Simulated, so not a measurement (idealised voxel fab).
Presented below is a process module, voxel ribs on slabs.
Section shown: cut. Width: 295 nm. Cell size: 5 nm, square.
Just so we're on the same page, the cross-sections are grids of square cells, and they're listed out in bands top to bottom, each band one or more rows deep.
Band: top height; bottom height; in nm. Then, left to right: material with width in nm, for each material. "edge to edge": a single material spanning edge to edge. "blank": empty space.
Note: height 0 marks the level under which the wafer is uniformly one material as received. Lowest band unbounded below, written "top 0, no bottom".
So if you see something like "30..40" for the width, read it as the top row of the band sitting at the first number and the bottom row at the second, with every row in between moving by the same amount as the last.
"no alteration" -> step changed no cross-section cell.
"Closed void inventory" contains a list of empty spaces, each no smaller than 8 cells and without an open way to the top, written in the form width x height at distance with the distance from the left edge and all three in nm.
after a step's settings: what the simulator itself notes on the step
Each step line may optionally specify "overlay nm", which for a step with a mask gives the rightward distance between the mask's planned place and where it lay, a negative value indicating the leftward direction.
Each pair of cross-sections that follows straddles one process step: the one shows the state before the step, the other the state after it, down to the lowest band that changed and no further. The step in question, and its settings, are given under the pair. Note that a pair is not necessarily a continuation of the pair above it, since pairs can come from different runs of this module on the same starting wafer; it is a continuation only where its entry headed "Cross-section, before" says so.
### Cross-section, before
top 0, no bottom  Si edge to edge
Closed void inventory: none
### Cross-Section Thereafter
top 20, bottom 0  SiO2 edge to edge
For the remainder of the cross-section, below 0, there is no change.
Closed void inventory: none
Here is the step that sits between the two cross-sections above: DIRECTIONAL_DEP: material SiO2, thk nm 20
Cross-section, before: carried over from the after image of the pair right above.
### Cross-Section Thereafter
top 35, bottom 20  SiN edge to edge
For the remainder of the cross-section, below 20, there is no change.
Closed void inventory: none
Here is the step that sits between the two cross-sections above: DIRECTIONAL_DEP: material SiN, thk nm 15
Cross-section, before: carried over from the after image of the pair right above.
### Cross-Section Thereafter
top 50, bottom 35  blank 135 | resist 25 | blank 135
For the remainder of the cross-section, below 35, there is no change.
Closed void inventory: none
Here is the step that sits between the two cross-sections above: PATTERN: tone cover, mask id RIB, material resist, width nm 25, thk nm 15, overlay nm 0
Cross-section, before: carried over from the after image of the pair right above.
### Cross-Section Thereafter
top 50, bottom 35  blank 135 | resist 25 | blank 135
top 35, bottom 25  blank 135 | SiN 25 | blank 135
For the remainder of the cross-section, below 25, there is no change.
Closed void inventory: none
Here is the step that sits between the two cross-sections above: DIRECTIONAL_ETCH: etch materials SiN, depth nm 10
Cross-section, before: carried over from the after image of the pair right above.
### Cross-Section Thereafter
top 35, bottom 25  blank 135 | SiN 25 | blank 135
For the remainder of the cross-section, below 25, there is no change.
Closed void inventory: none
Here is the step that sits between the two cross-sections above: STRIP: etch materials resist
Cross-section, before: carried over from the after image of the pair right above.
### Cross-Section Thereafter
top 50, bottom 35  blank 115 | resist 65 | blank 115
top 35, bottom 25  blank 115 | resist 20 | SiN 25 | resist 20 | blank 115
For the remainder of the cross-section, below 25, there is no change.
Closed void inventory: none
Here is the step that sits between the two cross-sections above: PATTERN: tone cover, mask id SLAB, material resist, width nm 65, thk nm 15, overlay nm 0
Cross-section, before: carried over from the after image of the pair right above.
### Cross-Section Thereafter
top 50, bottom 35  blank 115 | resist 65 | blank 115
top 35, bottom 25  blank 115 | resist 20 | SiN 25 | resist 20 | blank 115
top 25, bottom 20  blank 115 | SiN 65 | blank 115
For the remainder of the cross-section, below 20, there is no change.
Closed void inventory: none
Here is the step that sits between the two cross-sections above: DIRECTIONAL_ETCH: etch materials SiN, depth nm 5
Cross-section, before: carried over from the after image of the pair right above.
### Cross-Section Thereafter
top 35, bottom 25  blank 135 | SiN 25 | blank 135
For the remainder of the cross-section, below 25, there is no change.
Closed void inventory: none
Here is the step that sits between the two cross-sections above: STRIP: etch materials resist
Cross-section, before: carried over from the after image of the pair right above.
### Cross-Section Thereafter
top 50, bottom 35  SiO2 edge to edge
top 35, bottom 25  SiO2 135 | SiN 25 | SiO2 135
top 25, bottom 20  SiO2 115 | SiN 65 | SiO2 115
For the remainder of the cross-section, below 20, there is no change.
Closed void inventory: none
Here is the step that sits between the two cross-sections above: FILL_DEP: material SiO2, thk nm 15
Cross-section, before: carried over from the after image of the pair right above.
### Cross-Section Thereafter
top 45, bottom 35  SiO2 edge to edge
For the remainder of the cross-section, below 35, there is no change.
Closed void inventory: none
Here is the step that sits between the two cross-sections above: CMP: height nm 45
Cross-section, before: carried over from the after image of the pair right above.
### Cross-Section Thereafter
top 55, bottom 45  TiN edge to edge
For the remainder of the cross-section, below 45, there is no change.
Closed void inventory: none
Here is the step that sits between the two cross-sections above: DIRECTIONAL_DEP: material TiN, thk nm 10
Cross-section, before: carried over from the after image of the pair right above.
### Cross-Section Thereafter
top 55, bottom 45  blank 130 | TiN 35 | blank 130
For the remainder of the cross-section, below 45, there is no change.
Closed void inventory: none
Here is the step that sits between the two cross-sections above: MASKED_ETCH: tone cover, mask id HEATER, width nm 35, etch materials TiN, depth nm 10, overlay nm 0
Cross-section, before: carried over from the after image of the pair right above.
### Cross-Section Thereafter
top 65, bottom 55  blank 120 | SiN 55 | blank 120
top 55, bottom 45  SiN 130 | TiN 35 | SiN 130
For the remainder of the cross-section, below 45, there is no change.
Closed void inventory: none
Here is the step that sits between the two cross-sections above: CONFORMAL_DEP: material SiN, thk nm 10
### Cross-section, before
top 20, bottom 0  SiO2 edge to edge
top 0, no bottom  Si edge to edge
Closed void inventory: none
### Cross-Section Thereafter
top 40, bottom 0  SiO2 edge to edge
For the remainder of the cross-section, below 0, there is no change.
Closed void inventory: none
Here is the step that sits between the two cross-sections above: DIRECTIONAL_DEP: material SiO2, thk nm 20
Cross-section, before: carried over from the after image of the pair right above.
### Cross-Section Thereafter
top 55, bottom 40  SiN edge to edge
For the remainder of the cross-section, below 40, there is no change.
Closed void inventory: none
Here is the step that sits between the two cross-sections above: DIRECTIONAL_DEP: material SiN, thk nm 15
Cross-section, before: carried over from the after image of the pair right above.
### Cross-Section Thereafter
top 70, bottom 55  blank 135 | resist 25 | blank 135
For the remainder of the cross-section, below 55, there is no change.
Closed void inventory: none
Here is the step that sits between the two cross-sections above: PATTERN: tone cover, mask id RIB, material resist, width nm 25, thk nm 15, overlay nm 0
Cross-section, before: carried over from the after image of the pair right above.
### Cross-Section Thereafter
top 70, bottom 55  blank 135 | resist 25 | blank 135
top 55, bottom 45  blank 135 | SiN 25 | blank 135
For the remainder of the cross-section, below 45, there is no change.
Closed void inventory: none
Here is the step that sits between the two cross-sections above: DIRECTIONAL_ETCH: etch materials SiN, depth nm 10
Cross-section, before: carried over from the after image of the pair right above.
### Cross-Section Thereafter
top 55, bottom 45  blank 135 | SiN 25 | blank 135
For the remainder of the cross-section, below 45, there is no change.
Closed void inventory: none
Here is the step that sits between the two cross-sections above: STRIP: etch materials resist
Cross-section, before: carried over from the after image of the pair right above.
### Cross-Section Thereafter
top 70, bottom 55  blank 115 | resist 65 | blank 115
top 55, bottom 45  blank 115 | resist 20 | SiN 25 | resist 20 | blank 115
For the remainder of the cross-section, below 45, there is no change.
Closed void inventory: none
Here is the step that sits between the two cross-sections above: PATTERN: tone cover, mask id SLAB, material resist, width nm 65, thk nm 15, overlay nm 0
Cross-section, before: carried over from the after image of the pair right above.
### Cross-Section Thereafter
top 70, bottom 55  blank 115 | resist 65 | blank 115
top 55, bottom 45  blank 115 | resist 20 | SiN 25 | resist 20 | blank 115
top 45, bottom 40  blank 115 | SiN 65 | blank 115
For the remainder of the cross-section, below 40, there is no change.
Closed void inventory: none
Here is the step that sits between the two cross-sections above: DIRECTIONAL_ETCH: etch materials SiN, depth nm 5
Cross-section, before: carried over from the after image of the pair right above.
### Cross-Section Thereafter
top 55, bottom 45  blank 135 | SiN 25 | blank 135
For the remainder of the cross-section, below 45, there is no change.
Closed void inventory: none
Here is the step that sits between the two cross-sections above: STRIP: etch materials resist
Cross-section, before: carried over from the after image of the pair right above.
### Cross-Section Thereafter
top 70, bottom 55  SiO2 edge to edge
top 55, bottom 45  SiO2 135 | SiN 25 | SiO2 135
top 45, bottom 40  SiO2 115 | SiN 65 | SiO2 115
For the remainder of the cross-section, below 40, there is no change.
Closed void inventory: none
Here is the step that sits between the two cross-sections above: FILL_DEP: material SiO2, thk nm 15
Cross-section, before: carried over from the after image of the pair right above.
### Cross-Section Thereafter
top 45, bottom 40  SiO2 115 | SiN 65 | SiO2 115
For the remainder of the cross-section, below 40, there is no change.
Closed void inventory: none
Here is the step that sits between the two cross-sections above: CMP: height nm 45
Cross-section, before: carried over from the after image of the pair right above.
### Cross-Section Thereafter
top 55, bottom 45  TiN edge to edge
For the remainder of the cross-section, below 45, there is no change.
Closed void inventory: none
Here is the step that sits between the two cross-sections above: DIRECTIONAL_DEP: material TiN, thk nm 10
Cross-section, before: carried over from the after image of the pair right above.
### Cross-Section Thereafter
top 55, bottom 45  blank 130 | TiN 35 | blank 130
For the remainder of the cross-section, below 45, there is no change.
Closed void inventory: none
Here is the step that sits between the two cross-sections above: MASKED_ETCH: tone cover, mask id HEATER, width nm 35, etch materials TiN, depth nm 10, overlay nm 0
Cross-section, before: carried over from the after image of the pair right above.
### Cross-Section Thereafter
top 65, bottom 55  blank 120 | SiN 55 | blank 120
top 55, bottom 45  SiN 130 | TiN 35 | SiN 130
For the remainder of the cross-section, below 45, there is no change.
Closed void inventory: none
Here is the step that sits between the two cross-sections above: CONFORMAL_DEP: material SiN, thk nm 10
### Cross-section, before
top 0, no bottom  Si edge to edge
Closed void inventory: none
### Cross-Section Thereafter
top 15, bottom 0  SiN edge to edge
For the remainder of the cross-section, below 0, there is no change.
Closed void inventory: none
Here is the step that sits between the two cross-sections above: DIRECTIONAL_DEP: material SiN, thk nm 15
Cross-section, before: carried over from the after image of the pair right above.
### Cross-Section Thereafter
top 35, bottom 15  SiO2 edge to edge
For the remainder of the cross-section, below 15, there is no change.
Closed void inventory: none
Here is the step that sits between the two cross-sections above: DIRECTIONAL_DEP: material SiO2, thk nm 20
Cross-section, before: carried over from the after image of the pair right above.
### Cross-Section Thereafter
top 50, bottom 35  blank 135 | resist 25 | blank 135
For the remainder of the cross-section, below 35, there is no change.
Closed void inventory: none
Here is the step that sits between the two cross-sections above: PATTERN: tone cover, mask id RIB, material resist, width nm 25, thk nm 15, overlay nm 0
Cross-section, before: carried over from the after image of the pair right above.
### Cross-Section Thereafter
top 35, bottom 15  SiO2 edge to edge
For the remainder of the cross-section, below 15, there is no change.
Closed void inventory: none
Here is the step that sits between the two cross-sections above: STRIP: etch materials resist
Cross-section, before: carried over from the after image of the pair right above.
### Cross-Section Thereafter
top 50, bottom 35  blank 115 | resist 65 | blank 115
For the remainder of the cross-section, below 35, there is no change.
Closed void inventory: none
Here is the step that sits between the two cross-sections above: PATTERN: tone cover, mask id SLAB, material resist, width nm 65, thk nm 15, overlay nm 0
Cross-section, before: carried over from the after image of the pair right above.
### Cross-Section Thereafter
top 35, bottom 15  SiO2 edge to edge
For the remainder of the cross-section, below 15, there is no change.
Closed void inventory: none
Here is the step that sits between the two cross-sections above: STRIP: etch materials resist
Cross-section, before: carried over from the after image of the pair right above.
### Cross-Section Thereafter
top 50, bottom 15  SiO2 edge to edge
For the remainder of the cross-section, below 15, there is no change.
Closed void inventory: none
Here is the step that sits between the two cross-sections above: FILL_DEP: material SiO2, thk nm 15
Cross-section, before: carried over from the after image of the pair right above.
### Cross-Section Thereafter
top 45, bottom 15  SiO2 edge to edge
For the remainder of the cross-section, below 15, there is no change.
Closed void inventory: none
Here is the step that sits between the two cross-sections above: CMP: height nm 45
Cross-section, before: carried over from the after image of the pair right above.
### Cross-Section Thereafter
top 55, bottom 45  TiN edge to edge
For the remainder of the cross-section, below 45, there is no change.
Closed void inventory: none
Here is the step that sits between the two cross-sections above: DIRECTIONAL_DEP: material TiN, thk nm 10
Cross-section, before: carried over from the after image of the pair right above.
### Cross-Section Thereafter
top 55, bottom 45  blank 130 | TiN 35 | blank 130
For the remainder of the cross-section, below 45, there is no change.
Closed void inventory: none
Here is the step that sits between the two cross-sections above: MASKED_ETCH: tone cover, mask id HEATER, width nm 35, etch materials TiN, depth nm 10, overlay nm 0
Cross-section, before: carried over from the after image of the pair right above.
### Cross-Section Thereafter
top 65, bottom 55  blank 120 | SiN 55 | blank 120
top 55, bottom 45  SiN 130 | TiN 35 | SiN 130
For the remainder of the cross-section, below 45, there is no change.
Closed void inventory: none
Here is the step that sits between the two cross-sections above: CONFORMAL_DEP: material SiN, thk nm 10
### Cross-section, before
top 50, bottom 35  blank 135 | resist 25 | blank 135
top 35, bottom 20  SiN edge to edge
top 20, bottom 0  SiO2 edge to edge
top 0, no bottom  Si edge to edge
Closed void inventory: none
### Cross-Section Thereafter
top 50, bottom 35  blank 135 | resist 25 | blank 135
top 35, bottom 30  blank 135 | SiN 25 | blank 135
For the remainder of the cross-section, below 30, there is no change.
Closed void inventory: none
Here is the step that sits between the two cross-sections above: DIRECTIONAL_ETCH: etch materials SiN, depth nm 5
Cross-section, before: carried over from the after image of the pair right above.
### Cross-Section Thereafter
top 35, bottom 30  blank 135 | SiN 25 | blank 135
For the remainder of the cross-section, below 30, there is no change.
Closed void inventory: none
Here is the step that sits between the two cross-sections above: STRIP: etch materials resist
Cross-section, before: carried over from the after image of the pair right above.
### Cross-Section Thereafter
top 50, bottom 35  blank 115 | resist 65 | blank 115
top 35, bottom 30  blank 115 | resist 20 | SiN 25 | resist 20 | blank 115
For the remainder of the cross-section, below 30, there is no change.
Closed void inventory: none
Here is the step that sits between the two cross-sections above: PATTERN: tone cover, mask id SLAB, material resist, width nm 65, thk nm 15, overlay nm 0
Cross-section, before: carried over from the after image of the pair right above.
### Cross-Section Thereafter
top 50, bottom 35  blank 115 | resist 65 | blank 115
top 35, bottom 30  blank 115 | resist 20 | SiN 25 | resist 20 | blank 115
top 30, bottom 25  blank 115 | SiN 65 | blank 115
For the remainder of the cross-section, below 25, there is no change.
Closed void inventory: none
Here is the step that sits between the two cross-sections above: DIRECTIONAL_ETCH: etch materials SiN, depth nm 5
Cross-section, before: carried over from the after image of the pair right above.
### Cross-Section Thereafter
top 35, bottom 25  blank 135..115 | SiN 25..65 | blank 135..115
For the remainder of the cross-section, below 25, there is no change.
Closed void inventory: none
Here is the step that sits between the two cross-sections above: STRIP: etch materials resist
Cross-section, before: carried over from the after image of the pair right above.
### Cross-Section Thereafter
top 50, bottom 35  SiO2 edge to edge
top 35, bottom 25  SiO2 135..115 | SiN 25..65 | SiO2 135..115
For the remainder of the cross-section, below 25, there is no change.
Closed void inventory: none
Here is the step that sits between the two cross-sections above: FILL_DEP: material SiO2, thk nm 15
Cross-section, before: carried over from the after image of the pair right above.
### Cross-Section Thereafter
top 45, bottom 35  SiO2 edge to edge
For the remainder of the cross-section, below 35, there is no change.
Closed void inventory: none
Here is the step that sits between the two cross-sections above: CMP: height nm 45
Cross-section, before: carried over from the after image of the pair right above.
### Cross-Section Thereafter
top 55, bottom 45  TiN edge to edge
For the remainder of the cross-section, below 45, there is no change.
Closed void inventory: none
Here is the step that sits between the two cross-sections above: DIRECTIONAL_DEP: material TiN, thk nm 10
Cross-section, before: carried over from the after image of the pair right above.
### Cross-Section Thereafter
top 55, bottom 45  blank 130 | TiN 35 | blank 130
For the remainder of the cross-section, below 45, there is no change.
Closed void inventory: none
Here is the step that sits between the two cross-sections above: MASKED_ETCH: tone cover, mask id HEATER, width nm 35, etch materials TiN, depth nm 10, overlay nm 0
Cross-section, before: carried over from the after image of the pair right above.
### Cross-Section Thereafter
top 65, bottom 55  blank 120 | SiN 55 | blank 120
top 55, bottom 45  SiN 130 | TiN 35 | SiN 130
For the remainder of the cross-section, below 45, there is no change.
Closed void inventory: none
Here is the step that sits between the two cross-sections above: CONFORMAL_DEP: material SiN, thk nm 10
### Cross-section, before
top 35, bottom 20  SiN edge to edge
top 20, bottom 0  SiO2 edge to edge
top 0, no bottom  Si edge to edge
Closed void inventory: none
### Cross-Section Thereafter
top 50, bottom 35  blank 135 | resist 30 | blank 130
For the remainder of the cross-section, below 35, there is no change.
Closed void inventory: none
Here is the step that sits between the two cross-sections above: PATTERN: tone cover, mask id RIB, material resist, width nm 30, thk nm 15, overlay nm 0
Cross-section, before: carried over from the after image of the pair right above.
### Cross-Section Thereafter
top 50, bottom 35  blank 135 | resist 30 | blank 130
top 35, bottom 25  blank 135 | SiN 30 | blank 130
For the remainder of the cross-section, below 25, there is no change.
Closed void inventory: none
Here is the step that sits between the two cross-sections above: DIRECTIONAL_ETCH: etch materials SiN, depth nm 10
Cross-section, before: carried over from the after image of the pair right above.
### Cross-Section Thereafter
top 35, bottom 25  blank 135 | SiN 30 | blank 130
For the remainder of the cross-section, below 25, there is no change.
Closed void inventory: none
Here is the step that sits between the two cross-sections above: STRIP: etch materials resist
Cross-section, before: carried over from the after image of the pair right above.
### Cross-Section Thereafter
top 50, bottom 35  blank 115 | resist 65 | blank 115
top 35, bottom 25  blank 115 | resist 20 | SiN 30 | resist 15 | blank 115
For the remainder of the cross-section, below 25, there is no change.
Closed void inventory: none
Here is the step that sits between the two cross-sections above: PATTERN: tone cover, mask id SLAB, material resist, width nm 65, thk nm 15, overlay nm 0
Cross-section, before: carried over from the after image of the pair right above.
### Cross-Section Thereafter
top 50, bottom 35  blank 115 | resist 65 | blank 115
top 35, bottom 25  blank 115 | resist 20 | SiN 30 | resist 15 | blank 115
top 25, bottom 20  blank 115 | SiN 65 | blank 115
For the remainder of the cross-section, below 20, there is no change.
Closed void inventory: none
Here is the step that sits between the two cross-sections above: DIRECTIONAL_ETCH: etch materials SiN, depth nm 5
Cross-section, before: carried over from the after image of the pair right above.
### Cross-Section Thereafter
top 35, bottom 25  blank 135 | SiN 30 | blank 130
For the remainder of the cross-section, below 25, there is no change.
Closed void inventory: none
Here is the step that sits between the two cross-sections above: STRIP: etch materials resist
Cross-section, before: carried over from the after image of the pair right above.
### Cross-Section Thereafter
top 50, bottom 35  SiO2 edge to edge
top 35, bottom 25  SiO2 135 | SiN 30 | SiO2 130
top 25, bottom 20  SiO2 115 | SiN 65 | SiO2 115
For the remainder of the cross-section, below 20, there is no change.
Closed void inventory: none
Here is the step that sits between the two cross-sections above: FILL_DEP: material SiO2, thk nm 15
Cross-section, before: carried over from the after image of the pair right above.
### Cross-Section Thereafter
top 45, bottom 35  SiO2 edge to edge
For the remainder of the cross-section, below 35, there is no change.
Closed void inventory: none
Here is the step that sits between the two cross-sections above: CMP: height nm 45
Cross-section, before: carried over from the after image of the pair right above.
### Cross-Section Thereafter
top 55, bottom 45  TiN edge to edge
For the remainder of the cross-section, below 45, there is no change.
Closed void inventory: none
Here is the step that sits between the two cross-sections above: DIRECTIONAL_DEP: material TiN, thk nm 10
Cross-section, before: carried over from the after image of the pair right above.
### Cross-Section Thereafter
top 55, bottom 45  blank 130 | TiN 35 | blank 130
For the remainder of the cross-section, below 45, there is no change.
Closed void inventory: none
Here is the step that sits between the two cross-sections above: MASKED_ETCH: tone cover, mask id HEATER, width nm 35, etch materials TiN, depth nm 10, overlay nm 0
Cross-section, before: carried over from the after image of the pair right above.
### Cross-Section Thereafter
top 65, bottom 55  blank 120 | SiN 55 | blank 120
top 55, bottom 45  SiN 130 | TiN 35 | SiN 130
For the remainder of the cross-section, below 45, there is no change.
Closed void inventory: none
Here is the step that sits between the two cross-sections above: CONFORMAL_DEP: material SiN, thk nm 10
### Cross-section, before
top 35, bottom 20  SiN edge to edge
top 20, bottom 0  SiO2 edge to edge
top 0, no bottom  Si edge to edge
Closed void inventory: none
### Cross-Section Thereafter
top 50, bottom 35  blank 125 | resist 25 | blank 145
For the remainder of the cross-section, below 35, there is no change.
Closed void inventory: none
Here is the step that sits between the two cross-sections above: PATTERN: tone cover, mask id RIB, material resist, width nm 25, thk nm 15, overlay nm -10
Cross-section, before: carried over from the after image of the pair right above.
### Cross-Section Thereafter
top 50, bottom 35  blank 125 | resist 25 | blank 145
top 35, bottom 25  blank 125 | SiN 25 | blank 145
For the remainder of the cross-section, below 25, there is no change.
Closed void inventory: none
Here is the step that sits between the two cross-sections above: DIRECTIONAL_ETCH: etch materials SiN, depth nm 10
Cross-section, before: carried over from the after image of the pair right above.
### Cross-Section Thereafter
top 35, bottom 25  blank 125 | SiN 25 | blank 145
For the remainder of the cross-section, below 25, there is no change.
Closed void inventory: none
Here is the step that sits between the two cross-sections above: STRIP: etch materials resist
Cross-section, before: carried over from the after image of the pair right above.
### Cross-Section Thereafter
top 50, bottom 35  blank 115 | resist 65 | blank 115
top 35, bottom 25  blank 115 | resist 10 | SiN 25 | resist 30 | blank 115
For the remainder of the cross-section, below 25, there is no change.
Closed void inventory: none
Here is the step that sits between the two cross-sections above: PATTERN: tone cover, mask id SLAB, material resist, width nm 65, thk nm 15, overlay nm 0
Cross-section, before: carried over from the after image of the pair right above.
### Cross-Section Thereafter
top 50, bottom 35  blank 115 | resist 65 | blank 115
top 35, bottom 25  blank 115 | resist 10 | SiN 25 | resist 30 | blank 115
top 25, bottom 20  blank 115 | SiN 65 | blank 115
For the remainder of the cross-section, below 20, there is no change.
Closed void inventory: none
Here is the step that sits between the two cross-sections above: DIRECTIONAL_ETCH: etch materials SiN, depth nm 5
Cross-section, before: carried over from the after image of the pair right above.
### Cross-Section Thereafter
top 35, bottom 25  blank 125 | SiN 25 | blank 145
For the remainder of the cross-section, below 25, there is no change.
Closed void inventory: none
Here is the step that sits between the two cross-sections above: STRIP: etch materials resist
Cross-section, before: carried over from the after image of the pair right above.
### Cross-Section Thereafter
top 50, bottom 35  SiO2 edge to edge
top 35, bottom 25  SiO2 125 | SiN 25 | SiO2 145
top 25, bottom 20  SiO2 115 | SiN 65 | SiO2 115
For the remainder of the cross-section, below 20, there is no change.
Closed void inventory: none
Here is the step that sits between the two cross-sections above: FILL_DEP: material SiO2, thk nm 15
Cross-section, before: carried over from the after image of the pair right above.
### Cross-Section Thereafter
top 45, bottom 35  SiO2 edge to edge
For the remainder of the cross-section, below 35, there is no change.
Closed void inventory: none
Here is the step that sits between the two cross-sections above: CMP: height nm 45
Cross-section, before: carried over from the after image of the pair right above.
### Cross-Section Thereafter
top 55, bottom 45  TiN edge to edge
For the remainder of the cross-section, below 45, there is no change.
Closed void inventory: none
Here is the step that sits between the two cross-sections above: DIRECTIONAL_DEP: material TiN, thk nm 10
Cross-section, before: carried over from the after image of the pair right above.
### Cross-Section Thereafter
top 55, bottom 45  blank 130 | TiN 35 | blank 130
For the remainder of the cross-section, below 45, there is no change.
Closed void inventory: none
Here is the step that sits between the two cross-sections above: MASKED_ETCH: tone cover, mask id HEATER, width nm 35, etch materials TiN, depth nm 10, overlay nm 0
Cross-section, before: carried over from the after image of the pair right above.
### Cross-Section Thereafter
top 65, bottom 55  blank 120 | SiN 55 | blank 120
top 55, bottom 45  SiN 130 | TiN 35 | SiN 130
For the remainder of the cross-section, below 45, there is no change.
Closed void inventory: none
Here is the step that sits between the two cross-sections above: CONFORMAL_DEP: material SiN, thk nm 10
### Cross-section, before
top 0, no bottom  Si edge to edge
Closed void inventory: none
### Cross-Section Thereafter
top 20, bottom 0  TiN edge to edge
For the remainder of the cross-section, below 0, there is no change.
Closed void inventory: none
Here is the step that sits between the two cross-sections above: DIRECTIONAL_DEP: material TiN, thk nm 20
Cross-section, before: carried over from the after image of the pair right above.
### Cross-Section Thereafter
top 35, bottom 20  SiN edge to edge
For the remainder of the cross-section, below 20, there is no change.
Closed void inventory: none
Here is the step that sits between the two cross-sections above: DIRECTIONAL_DEP: material SiN, thk nm 15
Cross-section, before: carried over from the after image of the pair right above.
### Cross-Section Thereafter
top 50, bottom 35  blank 135 | resist 25 | blank 135
For the remainder of the cross-section, below 35, there is no change.
Closed void inventory: none
Here is the step that sits between the two cross-sections above: PATTERN: tone cover, mask id RIB, material resist, width nm 25, thk nm 15, overlay nm 0
Cross-section, before: carried over from the after image of the pair right above.
### Cross-Section Thereafter
top 50, bottom 35  blank 135 | resist 25 | blank 135
top 35, bottom 25  blank 135 | SiN 25 | blank 135
For the remainder of the cross-section, below 25, there is no change.
Closed void inventory: none
Here is the step that sits between the two cross-sections above: DIRECTIONAL_ETCH: etch materials SiN, depth nm 10
Cross-section, before: carried over from the after image of the pair right above.
### Cross-Section Thereafter
top 35, bottom 25  blank 135 | SiN 25 | blank 135
For the remainder of the cross-section, below 25, there is no change.
Closed void inventory: none
Here is the step that sits between the two cross-sections above: STRIP: etch materials resist
Cross-section, before: carried over from the after image of the pair right above.
### Cross-Section Thereafter
top 50, bottom 35  blank 115 | resist 65 | blank 115
top 35, bottom 25  blank 115 | resist 20 | SiN 25 | resist 20 | blank 115
For the remainder of the cross-section, below 25, there is no change.
Closed void inventory: none
Here is the step that sits between the two cross-sections above: PATTERN: tone cover, mask id SLAB, material resist, width nm 65, thk nm 15, overlay nm 0
Cross-section, before: carried over from the after image of the pair right above.
### Cross-Section Thereafter
top 50, bottom 35  blank 115 | resist 65 | blank 115
top 35, bottom 25  blank 115 | resist 20 | SiN 25 | resist 20 | blank 115
top 25, bottom 20  blank 115 | SiN 65 | blank 115
For the remainder of the cross-section, below 20, there is no change.
Closed void inventory: none
Here is the step that sits between the two cross-sections above: DIRECTIONAL_ETCH: etch materials SiN, depth nm 5
Cross-section, before: carried over from the after image of the pair right above.
### Cross-Section Thereafter
top 35, bottom 25  blank 135 | SiN 25 | blank 135
For the remainder of the cross-section, below 25, there is no change.
Closed void inventory: none
Here is the step that sits between the two cross-sections above: STRIP: etch materials resist
Cross-section, before: carried over from the after image of the pair right above.
### Cross-Section Thereafter
top 50, bottom 35  SiO2 edge to edge
top 35, bottom 25  SiO2 135 | SiN 25 | SiO2 135
top 25, bottom 20  SiO2 115 | SiN 65 | SiO2 115
For the remainder of the cross-section, below 20, there is no change.
Closed void inventory: none
Here is the step that sits between the two cross-sections above: FILL_DEP: material SiO2, thk nm 15
Cross-section, before: carried over from the after image of the pair right above.
### Cross-Section Thereafter
top 45, bottom 35  SiO2 edge to edge
For the remainder of the cross-section, below 35, there is no change.
Closed void inventory: none
Here is the step that sits between the two cross-sections above: CMP: height nm 45
Cross-section, before: carried over from the after image of the pair right above.
### Cross-Section Thereafter
top 55, bottom 45  TiN edge to edge
For the remainder of the cross-section, below 45, there is no change.
Closed void inventory: none
Here is the step that sits between the two cross-sections above: DIRECTIONAL_DEP: material TiN, thk nm 10
Cross-section, before: carried over from the after image of the pair right above.
### Cross-Section Thereafter
top 55, bottom 45  blank 130 | TiN 35 | blank 130
For the remainder of the cross-section, below 45, there is no change.
Closed void inventory: none
Here is the step that sits between the two cross-sections above: MASKED_ETCH: tone cover, mask id HEATER, width nm 35, etch materials TiN, depth nm 10, overlay nm 0
Cross-section, before: carried over from the after image of the pair right above.
### Cross-Section Thereafter
top 65, bottom 55  blank 120 | SiN 55 | blank 120
top 55, bottom 45  SiN 130 | TiN 35 | SiN 130
For the remainder of the cross-section, below 45, there is no change.
Closed void inventory: none
Here is the step that sits between the two cross-sections above: CONFORMAL_DEP: material SiN, thk nm 10
### Cross-section, before
top 55, bottom 45  TiN edge to edge
top 45, bottom 35  SiO2 edge to edge
top 35, bottom 25  SiO2 135 | SiN 25 | SiO2 135
top 25, bottom 20  SiO2 115 | SiN 65 | SiO2 115
top 20, bottom 0  SiO2 edge to edge
top 0, no bottom  Si edge to edge
Closed void inventory: none
### Cross-Section Thereafter
top 55, bottom 45  TiN 130 | blank 35 | TiN 130
For the remainder of the cross-section, below 45, there is no change.
Closed void inventory: none
Here is the step that sits between the two cross-sections above: MASKED_ETCH: tone open, mask id HEATER, width nm 35, etch materials TiN, depth nm 10, overlay nm 0
Cross-section, before: carried over from the after image of the pair right above.
### Cross-Section Thereafter
top 65, bottom 55  SiN 140 | blank 15 | SiN 140
top 55, bottom 45  TiN 130 | SiN 35 | TiN 130
For the remainder of the cross-section, below 45, there is no change.
Closed void inventory: none
Here is the step that sits between the two cross-sections above: CONFORMAL_DEP: material SiN, thk nm 10
